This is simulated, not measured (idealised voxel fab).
Module name: voxel released beams (process module)
In the cross-section labelled cut, the width is 215 nm and each square cell is 5 nm.
When this document writes out a cross-section, it uses a grid of square cells and lists it as bands, beginning at the top and moving down, with a band standing for one or more rows of cells. Band entry format. Leading values: height of top, height of bottom, nm. Remainder: materials in left-to-right order, each with its width in nm. Special words: "all across" on a single material, which then fills the band edge to edge; "blank", empty space. Height is counted from the level 0, under which the received wafer is composed throughout of one material. The lowest of the bands is not closed at the bottom but continues downward, in the notation "top 0, no bottom". Graded width ("30..40"): value in top row of band = first number; value in bottom row = second number; row-to-row change constant. "remains unaltered" -> step changed no cross-section cell. "Sealed cavities" means: voids of 8 cells or more that are shut off from the top with no open way through. Written width x height at distance, distance from the left edge, in nm. Anything after a step's settings on that line? It's the simulator's own note about the step. overlay nm: on a step with a mask, how far right of its planned place the mask lay; negative means left.

Process steps foreseen in the plan:
1) RECEIVE [material Si]
2) CONFORMAL_DEP [material SiN] [thk nm 10]
3) DIRECTIONAL_DEP [material SiO2] [thk nm 15]
4) PATTERN [tone open] [mask id ANCHOR] [material resist] [width nm 45] [thk nm 15] [overlay nm 0]
5) DIRECTIONAL_ETCH [etch materials SiO2] [depth nm 15]
6) STRIP [etch materials resist]
7) CONFORMAL_DEP [material W] [thk nm 15]
8) MASKED_ETCH [tone cover] [mask id BEAM] [width nm 90] [etch materials W] [depth nm 15] [overlay nm 0]
9) STRIP [etch materials SiO2]

The cross-section here shows the wafer as received, i.e. in its state after step 1:
* top 0, no bottom  Si all across
* Sealed cavities: none

Same starting wafer, same plan as above, one mistake in the execution; this is the cross-section at the end of the module:
* top 40, bottom 25  blank 65 nm; W 15 nm; blank 15 nm; W 50 nm; blank 70 nm
* top 25, bottom 10  blank 65 nm; W 45 nm; blank 105 nm
* top 10, bottom 0  SiN all across
* top 0, no bottom  Si all across
* Sealed cavities: none
Finding, execution versus plan: rather than as planned, step 8 actually ran as MASKED_ETCH [tone cover] [mask id BEAM] [width nm 80] [etch materials W] [depth nm 15] [overlay nm 0]
